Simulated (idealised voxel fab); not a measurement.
Title: Process Module voxel self aligned contacts
Xsec cut, 240 nm wide, square cell size 5 nm.
A cross-section is written here as square cells arranged in a grid, and it is given in bands from the top down, each band taking up one or more rows of cells. Look at the band entry: it leads with the top's height and the bottom's height in nm. Then it lists the materials left to right, with a width in nm for each. The word "all across" on a single material says that material fills the band edge to edge. The word "empty" is empty space. Heights are expressed relative to 0, this being the level below which the as-received wafer comprises one material exclusively. The lowest band is unbounded in the downward direction and is denoted as in "0..down". The width entry "30 to 40" should be interpreted row by row: the top row of cells in the band takes the first number, the bottom row takes the second number, and the change between adjacent rows is uniform throughout. Any step labelled "remained unchanged" changed none of the cells in the cross-section. "Closed void roster" - sealed voids, min. 8 cells, no opening to top; format: width x height at distance (distance from left edge; nm throughout). It should be noted that, on the line of a given step, the content following the step's settings is a remark produced by the simulator itself with respect to that step. overlay nm: how far to the right of its planned place the mask lay on this masked step (negative: to the left).
The steps planned for the process are as follows
1) RECEIVE [material Si]
2) CONFORMAL_DEP [material SiO2] [thk nm 5]
3) DIRECTIONAL_DEP [material polySi] [thk nm 20]
4) DIRECTIONAL_DEP [material SiN] [thk nm 20]
5) MASKED_ETCH [tone cover] [mask id GATE] [width nm 25] [pitch nm 65] [etch materials SiN] [depth nm 20] [overlay nm 0]
6) MASKED_ETCH [tone cover] [mask id GATE] [width nm 25] [pitch nm 65] [etch materials polySi] [depth nm 20] [overlay nm 0]
7) CONFORMAL_DEP [material SiN] [thk nm 10]
8) DIRECTIONAL_ETCH [etch materials SiN] [depth nm 10]
9) FILL_DEP [material SiO2] [thk nm 10]
10) CMP [height nm 50]
11) DIRECTIONAL_DEP [material aC] [thk nm 15]
12) PATTERN [tone open] [mask id CONTACT] [material resist] [width nm 50] [pitch nm 65] [thk nm 30] [overlay nm 0]
13) DIRECTIONAL_ETCH [etch materials aC] [depth nm 15]
14) STRIP [etch materials resist]
15) DIRECTIONAL_ETCH [etch materials SiO2] [depth nm 50]
16) STRIP [etch materials aC]
17) CONFORMAL_DEP [material TiN] [thk nm 5]
18) FILL_DEP [material Ru] [thk nm 10]
19) CMP [height nm 50]
20) CONFORMAL_DEP [material SiN] [thk nm 5]
Below: the first of two wafers, run as planned
Wafer cross-section on receipt, i.e. after step 1
	0..down = Si all across
	Closed void roster: none
Upon completion of step 2, the wafer appears in cross-section as shown
	5..0 = SiO2 all across
	below 0: unchanged
Upon completion of step 3, the wafer appears in cross-section as shown
	25..5 = polySi all across
	below 5: unchanged
Upon completion of step 4, the wafer appears in cross-section as shown
	45..25 = SiN all across
	below 25: unchanged
Upon completion of step 5, the wafer appears in cross-section as shown
	45..25 = empty 40 nm / SiN 25 nm / empty 40 nm / SiN 25 nm / empty 40 nm / SiN 25 nm / empty 45 nm
	below 25: unchanged
Upon completion of step 6, the wafer appears in cross-section as shown
	45..25 = empty 40 nm / SiN 25 nm / empty 40 nm / SiN 25 nm / empty 40 nm / SiN 25 nm / empty 45 nm
	25..5 = empty 40 nm / polySi 25 nm / empty 40 nm / polySi 25 nm / empty 40 nm / polySi 25 nm / empty 45 nm
	below 5: unchanged
Upon completion of step 7, the wafer appears in cross-section as shown
	55..25 = empty 30 nm / SiN 45 nm / empty 20 nm / SiN 45 nm / empty 20 nm / SiN 45 nm / empty 35 nm
	25..15 = empty 30 nm / SiN 10 nm / polySi 25 nm / SiN 10 nm / empty 20 nm / SiN 10 nm / polySi 25 nm / SiN 10 nm / empty 20 nm / SiN 10 nm / polySi 25 nm / SiN 10 nm / empty 35 nm
	15..5 = SiN 40 nm / polySi 25 nm / SiN 40 nm / polySi 25 nm / SiN 40 nm / polySi 25 nm / SiN 45 nm
	below 5: unchanged
Upon completion of step 8, the wafer appears in cross-section as shown
	45..25 = empty 30 nm / SiN 45 nm / empty 20 nm / SiN 45 nm / empty 20 nm / SiN 45 nm / empty 35 nm
	25..5 = empty 30 nm / SiN 10 nm / polySi 25 nm / SiN 10 nm / empty 20 nm / SiN 10 nm / polySi 25 nm / SiN 10 nm / empty 20 nm / SiN 10 nm / polySi 25 nm / SiN 10 nm / empty 35 nm
	below 5: unchanged
Upon completion of step 9, the wafer appears in cross-section as shown
	55..45 = SiO2 all across
	45..25 = SiO2 30 nm / SiN 45 nm / SiO2 20 nm / SiN 45 nm / SiO2 20 nm / SiN 45 nm / SiO2 35 nm
	25..5 = SiO2 30 nm / SiN 10 nm / polySi 25 nm / SiN 10 nm / SiO2 20 nm / SiN 10 nm / polySi 25 nm / SiN 10 nm / SiO2 20 nm / SiN 10 nm / polySi 25 nm / SiN 10 nm / SiO2 35 nm
	below 5: unchanged
Upon completion of step 10, the wafer appears in cross-section as shown
	50..45 = SiO2 all across
	below 45: unchanged
Upon completion of step 11, the wafer appears in cross-section as shown
	65..50 = aC all across
	below 50: unchanged
Upon completion of step 12, the wafer appears in cross-section as shown
	95..65 = resist 60 nm / empty 50 nm / resist 15 nm / empty 50 nm / resist 65 nm
	below 65: unchanged
Upon completion of step 13, the wafer appears in cross-section as shown
	80..65 = resist 60 nm / empty 50 nm / resist 15 nm / empty 50 nm / resist 65 nm
	65..50 = aC 60 nm / empty 50 nm / aC 15 nm / empty 50 nm / aC 65 nm
	below 50: unchanged
Upon completion of step 14, the wafer appears in cross-section as shown
	65..50 = aC 60 nm / empty 50 nm / aC 15 nm / empty 50 nm / aC 65 nm
	below 50: unchanged
Upon completion of step 15, the wafer appears in cross-section as shown
	65..50 = aC 60 nm / empty 50 nm / aC 15 nm / empty 50 nm / aC 65 nm
	50..45 = SiO2 60 nm / empty 50 nm / SiO2 15 nm / empty 50 nm / SiO2 65 nm
	45..25 = SiO2 30 nm / SiN 45 nm / empty 20 nm / SiN 45 nm / empty 20 nm / SiN 45 nm / SiO2 35 nm
	25..5 = SiO2 30 nm / SiN 10 nm / polySi 25 nm / SiN 10 nm / empty 20 nm / SiN 10 nm / polySi 25 nm / SiN 10 nm / empty 20 nm / SiN 10 nm / polySi 25 nm / SiN 10 nm / SiO2 35 nm
	5..0 = SiO2 75 nm / empty 20 nm / SiO2 45 nm / empty 20 nm / SiO2 80 nm
	below 0: unchanged
Upon completion of step 16, the wafer appears in cross-section as shown
	50..45 = SiO2 60 nm / empty 50 nm / SiO2 15 nm / empty 50 nm / SiO2 65 nm
	below 45: unchanged
Upon completion of step 17, the wafer appears in cross-section as shown
	55..50 = TiN 65 nm / empty 40 nm / TiN 25 nm / empty 40 nm / TiN 70 nm
	50..45 = SiO2 60 nm / TiN 20 nm / empty 10 nm / TiN 20 nm / SiO2 15 nm / TiN 20 nm / empty 10 nm / TiN 20 nm / SiO2 65 nm
	45..25 = SiO2 30 nm / SiN 45 nm / TiN 5 nm / empty 10 nm / TiN 5 nm / SiN 45 nm / TiN 5 nm / empty 10 nm / TiN 5 nm / SiN 45 nm / SiO2 35 nm
	25..5 = SiO2 30 nm / SiN 10 nm / polySi 25 nm / SiN 10 nm / TiN 5 nm / empty 10 nm / TiN 5 nm / SiN 10 nm / polySi 25 nm / SiN 10 nm / TiN 5 nm / empty 10 nm / TiN 5 nm / SiN 10 nm / polySi 25 nm / SiN 10 nm / SiO2 35 nm
	5..0 = SiO2 75 nm / TiN 20 nm / SiO2 45 nm / TiN 20 nm / SiO2 80 nm
	below 0: unchanged
Upon completion of step 18, the wafer appears in cross-section as shown
	65..55 = Ru all across
	55..50 = TiN 65 nm / Ru 40 nm / TiN 25 nm / Ru 40 nm / TiN 70 nm
	50..45 = SiO2 60 nm / TiN 20 nm / Ru 10 nm / TiN 20 nm / SiO2 15 nm / TiN 20 nm / Ru 10 nm / TiN 20 nm / SiO2 65 nm
	45..25 = SiO2 30 nm / SiN 45 nm / TiN 5 nm / Ru 10 nm / TiN 5 nm / SiN 45 nm / TiN 5 nm / Ru 10 nm / TiN 5 nm / SiN 45 nm / SiO2 35 nm
	25..5 = SiO2 30 nm / SiN 10 nm / polySi 25 nm / SiN 10 nm / TiN 5 nm / Ru 10 nm / TiN 5 nm / SiN 10 nm / polySi 25 nm / SiN 10 nm / TiN 5 nm / Ru 10 nm / TiN 5 nm / SiN 10 nm / polySi 25 nm / SiN 10 nm / SiO2 35 nm
	below 5: unchanged
Upon completion of step 19, the wafer appears in cross-section as shown
	50..45 = SiO2 60 nm / TiN 20 nm / Ru 10 nm / TiN 20 nm / SiO2 15 nm / TiN 20 nm / Ru 10 nm / TiN 20 nm / SiO2 65 nm
	below 45: unchanged
Upon completion of step 20, the wafer appears in cross-section as shown
	55..50 = SiN all across
	below 50: unchanged
For the second wafer, take the first wafer's start and plan, then add one mistake made in running it; everything through step 2, that step included, is shared with the first
The second wafer in cross-section, at the planned close of step 3
	45..5 = polySi all across
	below 5: unchanged
The second wafer in cross-section, at the planned close of step 4
	65..45 = SiN all across
	below 45: unchanged
The second wafer in cross-section, at the planned close of step 5
	65..45 = empty 40 nm / SiN 25 nm / empty 40 nm / SiN 25 nm / empty 40 nm / SiN 25 nm / empty 45 nm
	below 45: unchanged
The second wafer in cross-section, at the planned close of step 6
	65..45 = empty 40 nm / SiN 25 nm / empty 40 nm / SiN 25 nm / empty 40 nm / SiN 25 nm / empty 45 nm
	45..25 = empty 40 nm / polySi 25 nm / empty 40 nm / polySi 25 nm / empty 40 nm / polySi 25 nm / empty 45 nm
	below 25: unchanged
The second wafer in cross-section, at the planned close of step 7
	75..45 = empty 30 nm / SiN 45 nm / empty 20 nm / SiN 45 nm / empty 20 nm / SiN 45 nm / empty 35 nm
	45..35 = empty 30 nm / SiN 10 nm / polySi 25 nm / SiN 10 nm / empty 20 nm / SiN 10 nm / polySi 25 nm / SiN 10 nm / empty 20 nm / SiN 10 nm / polySi 25 nm / SiN 10 nm / empty 35 nm
	35..25 = SiN 40 nm / polySi 25 nm / SiN 40 nm / polySi 25 nm / SiN 40 nm / polySi 25 nm / SiN 45 nm
	below 25: unchanged
The second wafer in cross-section, at the planned close of step 8
	65..45 = empty 30 nm / SiN 45 nm / empty 20 nm / SiN 45 nm / empty 20 nm / SiN 45 nm / empty 35 nm
	45..25 = empty 30 nm / SiN 10 nm / polySi 25 nm / SiN 10 nm / empty 20 nm / SiN 10 nm / polySi 25 nm / SiN 10 nm / empty 20 nm / SiN 10 nm / polySi 25 nm / SiN 10 nm / empty 35 nm
	below 25: unchanged
The second wafer in cross-section, at the planned close of step 9
	75..65 = SiO2 all across
	65..45 = SiO2 30 nm / SiN 45 nm / SiO2 20 nm / SiN 45 nm / SiO2 20 nm / SiN 45 nm / SiO2 35 nm
	45..25 = SiO2 30 nm / SiN 10 nm / polySi 25 nm / SiN 10 nm / SiO2 20 nm / SiN 10 nm / polySi 25 nm / SiN 10 nm / SiO2 20 nm / SiN 10 nm / polySi 25 nm / SiN 10 nm / SiO2 35 nm
	below 25: unchanged
The second wafer in cross-section, at the planned close of step 10
	50..45 = SiO2 30 nm / SiN 45 nm / SiO2 20 nm / SiN 45 nm / SiO2 20 nm / SiN 45 nm / SiO2 35 nm
	below 45: unchanged
The second wafer in cross-section, at the planned close of step 11
	65..50 = aC all across
	below 50: unchanged
The second wafer in cross-section, at the planned close of step 12
	95..65 = resist 60 nm / empty 50 nm / resist 15 nm / empty 50 nm / resist 65 nm
	below 65: unchanged
The second wafer in cross-section, at the planned close of step 13
	80..65 = resist 60 nm / empty 50 nm / resist 15 nm / empty 50 nm / resist 65 nm
	65..50 = aC 60 nm / empty 50 nm / aC 15 nm / empty 50 nm / aC 65 nm
	below 50: unchanged
The second wafer in cross-section, at the planned close of step 14
	65..50 = aC 60 nm / empty 50 nm / aC 15 nm / empty 50 nm / aC 65 nm
	below 50: unchanged
The second wafer in cross-section, at the planned close of step 15
	65..50 = aC 60 nm / empty 50 nm / aC 15 nm / empty 50 nm / aC 65 nm
	50..45 = SiO2 30 nm / SiN 45 nm / empty 20 nm / SiN 45 nm / empty 20 nm / SiN 45 nm / SiO2 35 nm
	45..25 = SiO2 30 nm / SiN 10 nm / polySi 25 nm / SiN 10 nm / empty 20 nm / SiN 10 nm / polySi 25 nm / SiN 10 nm / empty 20 nm / SiN 10 nm / polySi 25 nm / SiN 10 nm / SiO2 35 nm
	below 25: unchanged
The second wafer in cross-section, at the planned close of step 16
	50..45 = SiO2 30 nm / SiN 45 nm / empty 20 nm / SiN 45 nm / empty 20 nm / SiN 45 nm / SiO2 35 nm
	below 45: unchanged
The second wafer in cross-section, at the planned close of step 17
	55..50 = TiN 80 nm / empty 10 nm / TiN 55 nm / empty 10 nm / TiN 85 nm
	50..45 = SiO2 30 nm / SiN 45 nm / TiN 5 nm / empty 10 nm / TiN 5 nm / SiN 45 nm / TiN 5 nm / empty 10 nm / TiN 5 nm / SiN 45 nm / SiO2 35 nm
	45..30 = SiO2 30 nm / SiN 10 nm / polySi 25 nm / SiN 10 nm / TiN 5 nm / empty 10 nm / TiN 5 nm / SiN 10 nm / polySi 25 nm / SiN 10 nm / TiN 5 nm / empty 10 nm / TiN 5 nm / SiN 10 nm / polySi 25 nm / SiN 10 nm / SiO2 35 nm
	30..25 = SiO2 30 nm / SiN 10 nm / polySi 25 nm / SiN 10 nm / TiN 20 nm / SiN 10 nm / polySi 25 nm / SiN 10 nm / TiN 20 nm / SiN 10 nm / polySi 25 nm / SiN 10 nm / SiO2 35 nm
	below 25: unchanged
The second wafer in cross-section, at the planned close of step 18
	65..55 = Ru all across
	55..50 = TiN 80 nm / Ru 10 nm / TiN 55 nm / Ru 10 nm / TiN 85 nm
	50..45 = SiO2 30 nm / SiN 45 nm / TiN 5 nm / Ru 10 nm / TiN 5 nm / SiN 45 nm / TiN 5 nm / Ru 10 nm / TiN 5 nm / SiN 45 nm / SiO2 35 nm
	45..30 = SiO2 30 nm / SiN 10 nm / polySi 25 nm / SiN 10 nm / TiN 5 nm / Ru 10 nm / TiN 5 nm / SiN 10 nm / polySi 25 nm / SiN 10 nm / TiN 5 nm / Ru 10 nm / TiN 5 nm / SiN 10 nm / polySi 25 nm / SiN 10 nm / SiO2 35 nm
	below 30: unchanged
The second wafer in cross-section, at the planned close of step 19
	50..45 = SiO2 30 nm / SiN 45 nm / TiN 5 nm / Ru 10 nm / TiN 5 nm / SiN 45 nm / TiN 5 nm / Ru 10 nm / TiN 5 nm / SiN 45 nm / SiO2 35 nm
	below 45: unchanged
The second wafer in cross-section, at the planned close of step 20
	55..50 = SiN all across
	below 50: unchanged
Which mistake was made when the wafer was run? step 3 was run twice
Wrapping up, a cell-based count of both wafers puts the second over or under the first for these materials: Ru -20; SiN -81; SiO2 -59; TiN -32; polySi +192
